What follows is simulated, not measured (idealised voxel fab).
A process module follows: voxel self aligned vias.
Displayed cross-section: cut, width of 140 nm, square cells sized 5 nm.
In what follows, cross-sections appear as grids of square cells, described through bands that run from the top down, where every band is one or more rows of cells. For a band, the entry starts with two heights in nm, that of the top and then that of the bottom, and carries on with the band's materials in order from left to right, each alongside its width in nm; the word "everywhere" beside a single material means it fills the band edge to edge, and "air" means empty space. Zero point of the height axis is 0; under it, received wafer = one material. Lowest band: continues down indefinitely, "from 0 down". Width "30..40": first value at the band's top row of cells, second value at its bottom row, equal change from row to row. It should be understood that the words "same as before", when stated for a given step, signify that the cross-section underwent no change in any of its cells during that step. Enclosed voids (no open way to top), threshold 8 cells or more, entry "Enclosed cavities", notation width x height at distance, distance from left edge, nm. On each step's line, the part that comes after the settings is the simulator's own comment on the step. A step line may carry the setting "overlay nm", which, for steps involving a mask, states the distance by which the mask lay to the right of its intended position; negative values denote displacement to the left.
STEPS IN THE PROCESS PLAN
1 RECEIVE [material Si]
2 CONFORMAL_DEP [material SiO2] [thk nm 10]
3 CONFORMAL_DEP [material SiCN] [thk nm 5]
4 DIRECTIONAL_DEP [material lowk] [thk nm 30]
5 PATTERN [tone open] [mask id LINES] [material resist] [width nm 20] [pitch nm 45] [thk nm 20] [overlay nm 0]
6 DIRECTIONAL_ETCH [etch materials lowk] [depth nm 30]
7 STRIP [etch materials resist]
8 CONFORMAL_DEP [material TiN] [thk nm 5]
9 FILL_DEP [material W] [thk nm 10]
10 CMP [height nm 45]
11 SELECTIVE_ETCH [etch materials W Ru TiN] [depth nm 10]
12 FILL_DEP [material SiN] [thk nm 5]
13 CMP [height nm 45]
14 DIRECTIONAL_DEP [material lowk] [thk nm 20]
15 DIRECTIONAL_DEP [material aC] [thk nm 10]
16 PATTERN [tone open] [mask id VIAS] [material resist] [width nm 30] [pitch nm 45] [thk nm 25] [overlay nm 0]
17 DIRECTIONAL_ETCH [etch materials aC] [depth nm 10]
18 STRIP [etch materials resist]
19 DIRECTIONAL_ETCH [etch materials lowk] [depth nm 20]
20 DIRECTIONAL_ETCH [etch materials SiN] [depth nm 10]
21 STRIP [etch materials aC]
22 CONFORMAL_DEP [material TiN] [thk nm 5]
23 FILL_DEP [material Cu] [thk nm 10]
24 CMP [height nm 65]
25 CONFORMAL_DEP [material SiCN] [thk nm 5]
INCOMING WAFER, CROSS-SECTIONAL VIEW, POST STEP 1
    from 0 down: Si everywhere
    Enclosed cavities: none
WAFER CROSS-SECTION AT MODULE END: FIRST OF TWO, RUN TO PLAN
    from 70 to 65: SiCN everywhere
    from 65 to 50: lowk 30, TiN 5, Cu 20, TiN 5, lowk 15, TiN 5, Cu 20, TiN 5, lowk 35
    from 50 to 40: lowk 30..35, TiN 10..5, Cu 10, TiN 10..5, lowk 15..25, TiN 10..5, Cu 10, TiN 10..5, lowk 35..40
    from 40 to 35: lowk 35, TiN 20, lowk 25, TiN 20, lowk 40
    from 35 to 20: lowk 35, TiN 5, W 10, TiN 5, lowk 25, TiN 5, W 10, TiN 5, lowk 40
    from 20 to 15: lowk 35, TiN 20, lowk 25, TiN 20, lowk 40
    from 15 to 10: SiCN everywhere
    from 10 to 0: SiO2 everywhere
    from 0 down: Si everywhere
    Enclosed cavities: none
CROSS-SECTIONAL VIEW: SECOND OF TWO WAFERS, END OF MODULE; START AND PLAN IDENTICAL TO THE FIRST, ONE MISTAKE IN RUNNING
    from 70 to 65: SiCN everywhere
    from 65 to 50: lowk 35, TiN 5, Cu 20, TiN 5, lowk 15, TiN 5, Cu 20, TiN 5, lowk 30
    from 50 to 40: lowk 35, TiN 5, Cu 10, TiN 15..5, lowk 15..25, TiN 5, Cu 10, TiN 15..5, lowk 30..40
    from 40 to 35: lowk 35, TiN 20, lowk 25, TiN 20, lowk 40
    from 35 to 20: lowk 35, TiN 5, W 10, TiN 5, lowk 25, TiN 5, W 10, TiN 5, lowk 40
    from 20 to 15: lowk 35, TiN 20, lowk 25, TiN 20, lowk 40
    from 15 to 10: SiCN everywhere
    from 10 to 0: SiO2 everywhere
    from 0 down: Si everywhere
    Enclosed cavities: none
Want to know what went wrong? contrary to plan, step 16 was performed as PATTERN [tone open] [mask id VIAS] [material resist] [width nm 30] [pitch nm 45] [thk nm 25] [overlay nm 5]
Upon completion, the cell count for each material on the second wafer equals that on the first, whereas the spatial distribution of those cells differs.
